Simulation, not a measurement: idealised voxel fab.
Module name: voxel self aligned contacts (process module)
Cross-sectional view cut (width: 285 nm; square cell size: 5 nm).
Reading order for cross-sections: top band down to bottom band. Underlying form: a grid of square cells. Band size: one or more rows of cells. Look at the band entry: it leads with the top's height and the bottom's height in nm. Then it lists the materials left to right, with a width in nm for each. The word "edge to edge" on a single material says that material fills the band edge to edge. The word "air" is empty space. Basically, 0 is our baseline, since under it the wafer straight out of the box is all one material. The bottom band has no lower end and keeps on going down, so it looks like "0 -> down". A width such as "30->40" changes by the same amount from each row of cells to the next, from the band's top row to its bottom row. For the purposes of this document, the phrase "nothing altered" attached to a step denotes that no cell within the cross-section was modified by that step. "Tabulated closed voids": empty spaces of 8 cells or more with no open way to the top, each given as width x height at distance, distance from the left edge, all in nm. after a step's settings: what the simulator itself notes on the step. overlay nm: right-of-plan distance of the mask on a masked step; negative values mean left-of-plan.
Planned process steps
1. RECEIVE,material Si
2. OXIDIZE,depth nm 5
3. DIRECTIONAL_DEP,material polySi,thk nm 30
4. DIRECTIONAL_DEP,material SiN,thk nm 20
5. MASKED_ETCH,tone cover,mask id GATE,width nm 25,pitch nm 70,etch materials SiN,depth nm 20,overlay nm 0
6. MASKED_ETCH,tone cover,mask id GATE,width nm 25,pitch nm 70,etch materials polySi,depth nm 30,overlay nm 0
7. CONFORMAL_DEP,material SiN,thk nm 10
8. DIRECTIONAL_ETCH,etch materials SiN,depth nm 10
9. FILL_DEP,material SiO2,thk nm 20
10. CMP,height nm 60
11. DIRECTIONAL_DEP,material aC,thk nm 10
12. PATTERN,tone open,mask id CONTACT,material resist,width nm 55,pitch nm 70,thk nm 30,overlay nm 0
13. DIRECTIONAL_ETCH,etch materials aC,depth nm 10
14. STRIP,etch materials resist
15. DIRECTIONAL_ETCH,etch materials SiO2,depth nm 65
16. STRIP,etch materials aC
17. CONFORMAL_DEP,material TiN,thk nm 5
18. FILL_DEP,material W,thk nm 10
19. CMP,height nm 60
20. CONFORMAL_DEP,material SiN,thk nm 5
On the first of the two wafers: run conducted according to plan
As-received wafer cross-section (after step 1)
- 0 -> down  Si edge to edge
- Tabulated closed voids: none
Wafer xsec, post step 2
- 0 -> -5  SiO2 edge to edge
- Heights below -5 show no change.
Wafer xsec, post step 3
- 30 -> 0  polySi edge to edge
- Heights below 0 show no change.
Wafer xsec, post step 4
- 50 -> 30  SiN edge to edge
- Heights below 30 show no change.
Wafer xsec, post step 5
- 50 -> 30  air 60 nm | SiN 25 nm | air 45 nm | SiN 25 nm | air 45 nm | SiN 25 nm | air 60 nm
- Heights below 30 show no change.
Wafer xsec, post step 6
- 50 -> 30  air 60 nm | SiN 25 nm | air 45 nm | SiN 25 nm | air 45 nm | SiN 25 nm | air 60 nm
- 30 -> 0  air 60 nm | polySi 25 nm | air 45 nm | polySi 25 nm | air 45 nm | polySi 25 nm | air 60 nm
- Heights below 0 show no change.
Wafer xsec, post step 7
- 60 -> 30  air 50 nm | SiN 45 nm | air 25 nm | SiN 45 nm | air 25 nm | SiN 45 nm | air 50 nm
- 30 -> 10  air 50 nm | SiN 10 nm | polySi 25 nm | SiN 10 nm | air 25 nm | SiN 10 nm | polySi 25 nm | SiN 10 nm | air 25 nm | SiN 10 nm | polySi 25 nm | SiN 10 nm | air 50 nm
- 10 -> 0  SiN 60 nm | polySi 25 nm | SiN 45 nm | polySi 25 nm | SiN 45 nm | polySi 25 nm | SiN 60 nm
- Heights below 0 show no change.
Wafer xsec, post step 8
- 50 -> 30  air 50 nm | SiN 45 nm | air 25 nm | SiN 45 nm | air 25 nm | SiN 45 nm | air 50 nm
- 30 -> 0  air 50 nm | SiN 10 nm | polySi 25 nm | SiN 10 nm | air 25 nm | SiN 10 nm | polySi 25 nm | SiN 10 nm | air 25 nm | SiN 10 nm | polySi 25 nm | SiN 10 nm | air 50 nm
- Heights below 0 show no change.
Wafer xsec, post step 9
- 70 -> 50  SiO2 edge to edge
- 50 -> 30  SiO2 50 nm | SiN 45 nm | SiO2 25 nm | SiN 45 nm | SiO2 25 nm | SiN 45 nm | SiO2 50 nm
- 30 -> 0  SiO2 50 nm | SiN 10 nm | polySi 25 nm | SiN 10 nm | SiO2 25 nm | SiN 10 nm | polySi 25 nm | SiN 10 nm | SiO2 25 nm | SiN 10 nm | polySi 25 nm | SiN 10 nm | SiO2 50 nm
- Heights below 0 show no change.
Wafer xsec, post step 10
- 60 -> 50  SiO2 edge to edge
- Heights below 50 show no change.
Wafer xsec, post step 11
- 70 -> 60  aC edge to edge
- Heights below 60 show no change.
Wafer xsec, post step 12
- 100 -> 70  resist 80 nm | air 55 nm | resist 15 nm | air 55 nm | resist 80 nm
- Heights below 70 show no change.
Wafer xsec, post step 13
- 90 -> 70  resist 80 nm | air 55 nm | resist 15 nm | air 55 nm | resist 80 nm
- 70 -> 60  aC 80 nm | air 55 nm | aC 15 nm | air 55 nm | aC 80 nm
- Heights below 60 show no change.
Wafer xsec, post step 14
- 70 -> 60  aC 80 nm | air 55 nm | aC 15 nm | air 55 nm | aC 80 nm
- Heights below 60 show no change.
Wafer xsec, post step 15
- 70 -> 60  aC 80 nm | air 55 nm | aC 15 nm | air 55 nm | aC 80 nm
- 60 -> 50  SiO2 80 nm | air 55 nm | SiO2 15 nm | air 55 nm | SiO2 80 nm
- 50 -> 30  SiO2 50 nm | SiN 45 nm | air 25 nm | SiN 45 nm | air 25 nm | SiN 45 nm | SiO2 50 nm
- 30 -> 0  SiO2 50 nm | SiN 10 nm | polySi 25 nm | SiN 10 nm | air 25 nm | SiN 10 nm | polySi 25 nm | SiN 10 nm | air 25 nm | SiN 10 nm | polySi 25 nm | SiN 10 nm | SiO2 50 nm
- 0 -> -5  SiO2 95 nm | air 25 nm | SiO2 45 nm | air 25 nm | SiO2 95 nm
- Heights below -5 show no change.
Wafer xsec, post step 16
- 60 -> 50  SiO2 80 nm | air 55 nm | SiO2 15 nm | air 55 nm | SiO2 80 nm
- Heights below 50 show no change.
Wafer xsec, post step 17
- 65 -> 60  TiN 85 nm | air 45 nm | TiN 25 nm | air 45 nm | TiN 85 nm
- 60 -> 50  SiO2 80 nm | TiN 5->20 nm | air 45->15 nm | TiN 5->20 nm | SiO2 15 nm | TiN 5->20 nm | air 45->15 nm | TiN 5->20 nm | SiO2 80 nm
- 50 -> 30  SiO2 50 nm | SiN 45 nm | TiN 5 nm | air 15 nm | TiN 5 nm | SiN 45 nm | TiN 5 nm | air 15 nm | TiN 5 nm | SiN 45 nm | SiO2 50 nm
- 30 -> 0  SiO2 50 nm | SiN 10 nm | polySi 25 nm | SiN 10 nm | TiN 5 nm | air 15 nm | TiN 5 nm | SiN 10 nm | polySi 25 nm | SiN 10 nm | TiN 5 nm | air 15 nm | TiN 5 nm | SiN 10 nm | polySi 25 nm | SiN 10 nm | SiO2 50 nm
- 0 -> -5  SiO2 95 nm | TiN 25 nm | SiO2 45 nm | TiN 25 nm | SiO2 95 nm
- Heights below -5 show no change.
Wafer xsec, post step 18
- 75 -> 65  W edge to edge
- 65 -> 60  TiN 85 nm | W 45 nm | TiN 25 nm | W 45 nm | TiN 85 nm
- 60 -> 50  SiO2 80 nm | TiN 5->20 nm | W 45->15 nm | TiN 5->20 nm | SiO2 15 nm | TiN 5->20 nm | W 45->15 nm | TiN 5->20 nm | SiO2 80 nm
- 50 -> 30  SiO2 50 nm | SiN 45 nm | TiN 5 nm | W 15 nm | TiN 5 nm | SiN 45 nm | TiN 5 nm | W 15 nm | TiN 5 nm | SiN 45 nm | SiO2 50 nm
- 30 -> 0  SiO2 50 nm | SiN 10 nm | polySi 25 nm | SiN 10 nm | TiN 5 nm | W 15 nm | TiN 5 nm | SiN 10 nm | polySi 25 nm | SiN 10 nm | TiN 5 nm | W 15 nm | TiN 5 nm | SiN 10 nm | polySi 25 nm | SiN 10 nm | SiO2 50 nm
- Heights below 0 show no change.
Wafer xsec, post step 19
- 60 -> 50  SiO2 80 nm | TiN 5->20 nm | W 45->15 nm | TiN 5->20 nm | SiO2 15 nm | TiN 5->20 nm | W 45->15 nm | TiN 5->20 nm | SiO2 80 nm
- Heights below 50 show no change.
Wafer xsec, post step 20
- 65 -> 60  SiN edge to edge
- Heights below 60 show no change.
second wafer: like start, like plan, one mistake. Through step 18 it matches the first wafer
The second wafer cut through, at the time step 19 was supposed to be finished: nothing altered
The second wafer cut through, at the time step 20 was supposed to be finished
- 80 -> 75  SiN edge to edge
- Heights below 75 show no change.
The mistake made against the process plan was this: step 19 was dropped from the plan's execution and never run
It is noted that, at the conclusion of processing, the second wafer exhibits a higher or lower cell count for certain materials relative to the first: +39 TiN | +132 W
